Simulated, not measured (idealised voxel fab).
The process module presented herein is designated voxel released beams.
Xsec cut, 195 nm wide, square cell size 5 nm.
Notation: cross-section as square-cell grid; stated in bands, top first, going down; one or more cell rows per band. For a band, the entry starts with two heights in nm, that of the top and then that of the bottom, and carries on with the band's materials in order from left to right, each alongside its width in nm; the word "everywhere" beside a single material means it fills the band edge to edge, and "air" means empty space. Convention: height 0 is the level below which the wafer, as received, is all one material. The lowest band does not terminate at the bottom but continues downward, represented as "0 -> down". With a width like "30->40", each row of cells in the band differs from the next by the same amount, the top row carrying the first number and the bottom row the second. A step reported as "everything unchanged" is a step in which no cell of the cross-section changed. Closed empty spaces (no open way to the top) of 8 cells or more are what "Enclosed void listing" lists, each as width x height at distance from the left edge, nm for all three. The remark found on a step's line after its settings is issued by the simulator itself and pertains to that step. Regarding "overlay nm": on a step with a mask, it is the distance the mask lay to the right of its planned place; a negative value places it to the left.

## Intended process steps
1. RECEIVE [material Si]
2. CONFORMAL_DEP [material SiN] [thk nm 5]
3. DIRECTIONAL_DEP [material SiO2] [thk nm 10]
4. MASKED_ETCH [tone open] [mask id ANCHOR] [width nm 45] [etch materials SiO2] [depth nm 10] [overlay nm 0]
5. CONFORMAL_DEP [material TiN] [thk nm 15]
6. DIRECTIONAL_DEP [material aC] [thk nm 10]
7. PATTERN [tone cover] [mask id BEAM] [material resist] [width nm 120] [thk nm 30] [overlay nm 0]
8. DIRECTIONAL_ETCH [etch materials aC] [depth nm 10]
9. STRIP [etch materials resist]
10. DIRECTIONAL_ETCH [etch materials TiN] [depth nm 15]
11. STRIP [etch materials aC]
12. STRIP [etch materials SiO2]

## Wafer at receipt (post step 1), cross-section
  0 -> down | Si everywhere
  Enclosed void listing: none

## End state of the module in cross-section, given the above starting point and plan and one mistake in execution
  40 -> 30 | SiN=55  air=15  SiN=125
  30 -> 20 | TiN=55  SiN=15  TiN=125
  20 -> 15 | TiN everywhere
  15 -> 5 | SiO2=40  TiN=45  SiO2=110
  5 -> 0 | SiN everywhere
  0 -> down | Si everywhere
  Enclosed void listing: none
Plan not followed: not per plan at step 6, really ran DIRECTIONAL_DEP [material SiN] [thk nm 10]
